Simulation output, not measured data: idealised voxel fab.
Process module name: voxel wiring stack
Square cell edge 5 nm, section width 165 nm, ID cut.
Notation: cross-section as square-cell grid; stated in bands, top first, going down; one or more cell rows per band.
It is stipulated that each band's entry specify, in nanometres, the height of the top of the band and then that of its bottom, followed by the materials of the band in left-to-right sequence, each together with its width in nanometres. A single material marked by the word "throughout" is understood to fill the band from edge to edge; the word "air" is understood to denote empty space.
Height 0 is the level under which the wafer as received is all one material. The lowest band goes on downwards, as in "from 0 down".
Quick explanation for "30..40": the width changes in equal steps down the rows of cells, from the first number in the band's top row to the second number in its bottom row.
The cross-section has no changed cell in any step marked "no modifications".
Empty spaces counting at least 8 cells and having no open way to the top are listed in "Entrapped void list". The notation width x height at distance is used for each, the distance being from the left edge and all three values in nm.
Step line, after settings: the simulator's comment on this step.
What "overlay nm" on a step's line means: if the step has a mask, that mask lay this far to the right of its planned place, or, when the value is negative, to the left.

# Listed below are the process steps as planned
- 1: RECEIVE [material Si]
- 2: CONFORMAL_DEP [material SiO2] [thk nm 15]
- 3: CONFORMAL_DEP [material SiN] [thk nm 5]
- 4: DIRECTIONAL_DEP [material lowk] [thk nm 15]
- 5: PATTERN [tone open] [mask id METAL_1] [material resist] [width nm 30] [pitch nm 55] [thk nm 20] [overlay nm 0]
- 6: DIRECTIONAL_ETCH [etch materials lowk] [depth nm 15]
- 7: DIRECTIONAL_ETCH [etch materials SiN] [depth nm 5]
- 8: STRIP [etch materials resist]
- 9: CONFORMAL_DEP [material TiN] [thk nm 5]
- 10: FILL_DEP [material W] [thk nm 5]
- 11: CMP [height nm 35]
- 12: EPI [material Ru] [thk nm 5]
- 13: FILL_DEP [material SiCN] [thk nm 5]
- 14: DIRECTIONAL_DEP [material lowk] [thk nm 30]
- 15: DIRECTIONAL_DEP [material aC] [thk nm 15]
- 16: PATTERN [tone open] [mask id METAL_2_HOLES] [material resist] [width nm 15] [thk nm 35] [overlay nm 0]
- 17: DIRECTIONAL_ETCH [etch materials aC] [depth nm 15]
- 18: STRIP [etch materials resist]
- 19: DIRECTIONAL_ETCH [etch materials lowk] [depth nm 30]
- 20: STRIP [etch materials aC]
- 21: DIRECTIONAL_DEP [material aC] [thk nm 10]
- 22: PATTERN [tone open] [mask id METAL_2] [material resist] [width nm 30] [pitch nm 55] [thk nm 25] [overlay nm 0]
- 23: DIRECTIONAL_ETCH [etch materials aC] [depth nm 10]
- 24: STRIP [etch materials resist]
- 25: DIRECTIONAL_ETCH [etch materials lowk] [depth nm 20]
- 26: DIRECTIONAL_ETCH [etch materials SiCN] [depth nm 5]
- 27: STRIP [etch materials aC]
- 28: CONFORMAL_DEP [material TiN] [thk nm 5]
- 29: FILL_DEP [material Cu] [thk nm 10]
- 30: CMP [height nm 75]
- 31: CONFORMAL_DEP [material SiN] [thk nm 5]

# First of two wafers, processed according to plan

# Here's what the wafer looked like in cross-section when it arrived - that's after step 1
> from 0 down  Si throughout
> Entrapped void list: none

# Upon completion of step 2, the wafer appears in cross-section as shown
> from 15 to 0  SiO2 throughout
> Under 0: no change, same as before.

# Upon completion of step 3, the wafer appears in cross-section as shown
> from 20 to 15  SiN throughout
> Under 15: no change, same as before.

# Upon completion of step 4, the wafer appears in cross-section as shown
> from 35 to 20  lowk throughout
> Under 20: no change, same as before.

# Upon completion of step 5, the wafer appears in cross-section as shown
> from 55 to 35  resist 40; air 30; resist 25; air 30; resist 40
> Under 35: no change, same as before.

# Upon completion of step 6, the wafer appears in cross-section as shown
> from 55 to 35  resist 40; air 30; resist 25; air 30; resist 40
> from 35 to 20  lowk 40; air 30; lowk 25; air 30; lowk 40
> Under 20: no change, same as before.

# Upon completion of step 7, the wafer appears in cross-section as shown
> from 55 to 35  resist 40; air 30; resist 25; air 30; resist 40
> from 35 to 20  lowk 40; air 30; lowk 25; air 30; lowk 40
> from 20 to 15  SiN 40; air 30; SiN 25; air 30; SiN 40
> Under 15: no change, same as before.

# Upon completion of step 8, the wafer appears in cross-section as shown
> from 35 to 20  lowk 40; air 30; lowk 25; air 30; lowk 40
> Under 20: no change, same as before.

# Upon completion of step 9, the wafer appears in cross-section as shown
> from 40 to 35  TiN 45; air 20; TiN 35; air 20; TiN 45
> from 35 to 20  lowk 40; TiN 5; air 20; TiN 5; lowk 25; TiN 5; air 20; TiN 5; lowk 40
> from 20 to 15  SiN 40; TiN 30; SiN 25; TiN 30; SiN 40
> Under 15: no change, same as before.

# Upon completion of step 10, the wafer appears in cross-section as shown
> from 45 to 40  W throughout
> from 40 to 35  TiN 45; W 20; TiN 35; W 20; TiN 45
> from 35 to 20  lowk 40; TiN 5; W 20; TiN 5; lowk 25; TiN 5; W 20; TiN 5; lowk 40
> Under 20: no change, same as before.

# Upon completion of step 11, the wafer appears in cross-section as shown
> from 35 to 20  lowk 40; TiN 5; W 20; TiN 5; lowk 25; TiN 5; W 20; TiN 5; lowk 40
> Under 20: no change, same as before.

# Upon completion of step 12, the wafer appears in cross-section as shown
> from 40 to 35  air 35; Ru 40; air 15; Ru 40; air 35
> Under 35: no change, same as before.

# Upon completion of step 13, the wafer appears in cross-section as shown
> from 45 to 40  SiCN throughout
> from 40 to 35  SiCN 35; Ru 40; SiCN 15; Ru 40; SiCN 35
> Under 35: no change, same as before.

# Upon completion of step 14, the wafer appears in cross-section as shown
> from 75 to 45  lowk throughout
> Under 45: no change, same as before.

# Upon completion of step 15, the wafer appears in cross-section as shown
> from 90 to 75  aC throughout
> Under 75: no change, same as before.

# Upon completion of step 16, the wafer appears in cross-section as shown
> from 125 to 90  resist 40; air 15; resist 110
> Under 90: no change, same as before.

# Upon completion of step 17, the wafer appears in cross-section as shown
> from 110 to 90  resist 40; air 15; resist 110
> from 90 to 75  aC 40; air 15; aC 110
> Under 75: no change, same as before.

# Upon completion of step 18, the wafer appears in cross-section as shown
> from 90 to 75  aC 40; air 15; aC 110
> Under 75: no change, same as before.

# Upon completion of step 19, the wafer appears in cross-section as shown
> from 90 to 75  aC 40; air 15; aC 110
> from 75 to 45  lowk 40; air 15; lowk 110
> Under 45: no change, same as before.

# Upon completion of step 20, the wafer appears in cross-section as shown
> from 75 to 45  lowk 40; air 15; lowk 110
> Under 45: no change, same as before.

# Upon completion of step 21, the wafer appears in cross-section as shown
> from 85 to 75  aC 40; air 15; aC 110
> from 75 to 55  lowk 40; air 15; lowk 110
> from 55 to 45  lowk 40; aC 15; lowk 110
> Under 45: no change, same as before.

# Upon completion of step 22, the wafer appears in cross-section as shown
> from 110 to 85  resist 40; air 30; resist 25; air 30; resist 40
> Under 85: no change, same as before.

# Upon completion of step 23, the wafer appears in cross-section as shown
> from 100 to 85  resist 40; air 30; resist 25; air 30; resist 40
> from 85 to 75  aC 40; air 30; aC 25; air 30; aC 40
> from 75 to 45  lowk 40; air 15; lowk 110
> Under 45: no change, same as before.

# Upon completion of step 24, the wafer appears in cross-section as shown
> from 85 to 75  aC 40; air 30; aC 25; air 30; aC 40
> Under 75: no change, same as before.

# Upon completion of step 25, the wafer appears in cross-section as shown
> from 85 to 75  aC 40; air 30; aC 25; air 30; aC 40
> from 75 to 55  lowk 40; air 30; lowk 25; air 30; lowk 40
> Under 55: no change, same as before.

# Upon completion of step 26, the wafer appears in cross-section as shown
> from 85 to 75  aC 40; air 30; aC 25; air 30; aC 40
> from 75 to 55  lowk 40; air 30; lowk 25; air 30; lowk 40
> from 55 to 45  lowk 40; air 15; lowk 110
> from 45 to 40  SiCN 40; air 15; SiCN 110
> Under 40: no change, same as before.

# Upon completion of step 27, the wafer appears in cross-section as shown
> from 75 to 55  lowk 40; air 30; lowk 25; air 30; lowk 40
> Under 55: no change, same as before.

# Upon completion of step 28, the wafer appears in cross-section as shown
> from 80 to 75  TiN 45; air 20; TiN 35; air 20; TiN 45
> from 75 to 60  lowk 40; TiN 5; air 20; TiN 5; lowk 25; TiN 5; air 20; TiN 5; lowk 40
> from 60 to 55  lowk 40; TiN 5; air 5; TiN 20; lowk 25; TiN 30; lowk 40
> from 55 to 45  lowk 40; TiN 5; air 5; TiN 5; lowk 110
> from 45 to 40  SiCN 40; TiN 15; SiCN 110
> Under 40: no change, same as before.

# Upon completion of step 29, the wafer appears in cross-section as shown
> from 90 to 80  Cu throughout
> from 80 to 75  TiN 45; Cu 20; TiN 35; Cu 20; TiN 45
> from 75 to 60  lowk 40; TiN 5; Cu 20; TiN 5; lowk 25; TiN 5; Cu 20; TiN 5; lowk 40
> from 60 to 55  lowk 40; TiN 5; Cu 5; TiN 20; lowk 25; TiN 30; lowk 40
> from 55 to 45  lowk 40; TiN 5; Cu 5; TiN 5; lowk 110
> Under 45: no change, same as before.

# Upon completion of step 30, the wafer appears in cross-section as shown
> from 75 to 60  lowk 40; TiN 5; Cu 20; TiN 5; lowk 25; TiN 5; Cu 20; TiN 5; lowk 40
> Under 60: no change, same as before.

# Upon completion of step 31, the wafer appears in cross-section as shown
> from 80 to 75  SiN throughout
> Under 75: no change, same as before.

# Second Wafer (Identical Start and Plan, One Processing Error; Matches First Wafer Through Step 12)

# Second wafer, sectioned view, at step 13's planned end time
> from 70 to 65  air 35; lowk 40; air 15; lowk 40; air 35
> from 65 to 40  lowk throughout
> from 40 to 35  lowk 35; Ru 40; lowk 15; Ru 40; lowk 35
> Under 35: no change, same as before.

# Second wafer, sectioned view, at step 14's planned end time
> from 75 to 70  SiCN throughout
> from 70 to 65  SiCN 35; lowk 40; SiCN 15; lowk 40; SiCN 35
> Under 65: no change, same as before.

# Second wafer, sectioned view, at step 15's planned end time
> from 90 to 75  aC throughout
> Under 75: no change, same as before.

# Second wafer, sectioned view, at step 16's planned end time
> from 125 to 90  resist 40; air 15; resist 110
> Under 90: no change, same as before.

# Second wafer, sectioned view, at step 17's planned end time
> from 110 to 90  resist 40; air 15; resist 110
> from 90 to 75  aC 40; air 15; aC 110
> Under 75: no change, same as before.

# Second wafer, sectioned view, at step 18's planned end time
> from 90 to 75  aC 40; air 15; aC 110
> Under 75: no change, same as before.

Second wafer, sectioned view, at step 19's planned end time: no modifications

# Second wafer, sectioned view, at step 20's planned end time
> from 75 to 70  SiCN throughout
> Under 70: no change, same as before.

# Second wafer, sectioned view, at step 21's planned end time
> from 85 to 75  aC throughout
> Under 75: no change, same as before.

# Second wafer, sectioned view, at step 22's planned end time
> from 110 to 85  resist 40; air 30; resist 25; air 30; resist 40
> Under 85: no change, same as before.

# Second wafer, sectioned view, at step 23's planned end time
> from 100 to 85  resist 40; air 30; resist 25; air 30; resist 40
> from 85 to 75  aC 40; air 30; aC 25; air 30; aC 40
> Under 75: no change, same as before.

# Second wafer, sectioned view, at step 24's planned end time
> from 85 to 75  aC 40; air 30; aC 25; air 30; aC 40
> Under 75: no change, same as before.

Second wafer, sectioned view, at step 25's planned end time: no modifications

# Second wafer, sectioned view, at step 26's planned end time
> from 85 to 75  aC 40; air 30; aC 25; air 30; aC 40
> from 75 to 70  SiCN 40; air 30; SiCN 25; air 30; SiCN 40
> Under 70: no change, same as before.

# Second wafer, sectioned view, at step 27's planned end time
> from 75 to 70  SiCN 40; air 30; SiCN 25; air 30; SiCN 40
> Under 70: no change, same as before.

# Second wafer, sectioned view, at step 28's planned end time
> from 80 to 75  TiN 45; air 20; TiN 35; air 20; TiN 45
> from 75 to 70  SiCN 40; TiN 30; SiCN 25; TiN 30; SiCN 40
> Under 70: no change, same as before.

# Second wafer, sectioned view, at step 29's planned end time
> from 90 to 80  Cu throughout
> from 80 to 75  TiN 45; Cu 20; TiN 35; Cu 20; TiN 45
> Under 75: no change, same as before.

# Second wafer, sectioned view, at step 30's planned end time
> from 75 to 70  SiCN 40; TiN 30; SiCN 25; TiN 30; SiCN 40
> Under 70: no change, same as before.

# Second wafer, sectioned view, at step 31's planned end time
> from 80 to 75  SiN throughout
> Under 75: no change, same as before.
Run error: steps 13 and 14 swapped
In the final state, the cell counts of the second wafer exceed or fall short of those of the first for the following materials: Cu: 27 fewer; SiCN: 9 fewer; TiN: 18 fewer; lowk: 54 more
